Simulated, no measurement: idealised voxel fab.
Presented below is a process module, voxel local oxidation.
The cross-section shown here is cut; it is 220 nm wide and divided into square cells measuring 5 nm on a side.
How to read a cross-section here: the picture is a grid of square cells, written as bands going from the top down, and any band can span one or more rows of cells. Band: top and bottom heights (nm) first, top before bottom; then materials from left to right, widths in nm. "full width" marks a sole material filling the band edge to edge. "empty" denotes empty space. Below 0: as-received wafer, all one material; heights counted from there. Lowest band: no bottom, goes on down, written "0 -> down". Graded width ("30 to 40"): value in top row of band = first number; value in bottom row = second number; row-to-row change constant. Where a step carries "nothing got changed", the cross-section came out of it unchanged, cell for cell. What "Sealed void list" gives you is every empty space of 8 cells or more that is cut off from the top. Each appears as width x height at distance, with the distance taken from the left edge and width, height and distance all in nm. Where a step's line continues beyond its settings, the continuation is a remark by the simulator itself on that step. overlay nm: where the mask lay relative to plan, measured to the right, on steps with a mask; negatives go left.
**These are the steps we planned for the process**
1: RECEIVE | material Si
2: CONFORMAL_DEP | material SiO2 | thk nm 5
3: CONFORMAL_DEP | material SiN | thk nm 10
4: MASKED_ETCH | tone cover | mask id ACTIVE | width nm 95 | etch materials SiN | depth nm 10 | overlay nm 0
5: SELECTIVE_ETCH | etch materials SiO2 | depth nm 5
6: OXIDIZE | depth nm 15
7: STRIP | etch materials SiN
**Here's what the wafer looked like in cross-section when it arrived - that's after step 1**
- 0 -> down  Si full width
- Sealed void list: none
**Cross-sectional image of the first of two wafers at the end of the module, the run having proceeded as planned**
- 5 -> 0  empty 65 nm, SiO2 85 nm, empty 70 nm
- 0 -> -15  SiO2 80 nm, Si 55 nm, SiO2 85 nm
- -15 -> down  Si full width
- Sealed void list: none
**End-of-module cross-section of the second wafer: identical starting point and process plan to the first, with one processing mistake**
- 15 -> 5  empty 60 nm, SiN 95 nm, empty 65 nm
- 5 -> 0  empty 65 nm, SiO2 85 nm, empty 70 nm
- 0 -> -15  SiO2 80 nm, Si 55 nm, SiO2 85 nm
- -15 -> down  Si full width
- Sealed void list: none
Which mistake was made when the wafer was run? the plan's step 7 went unexecuted, having been skipped
Cell-count delta at end, second wafer over first, by material: SiN: 38 more
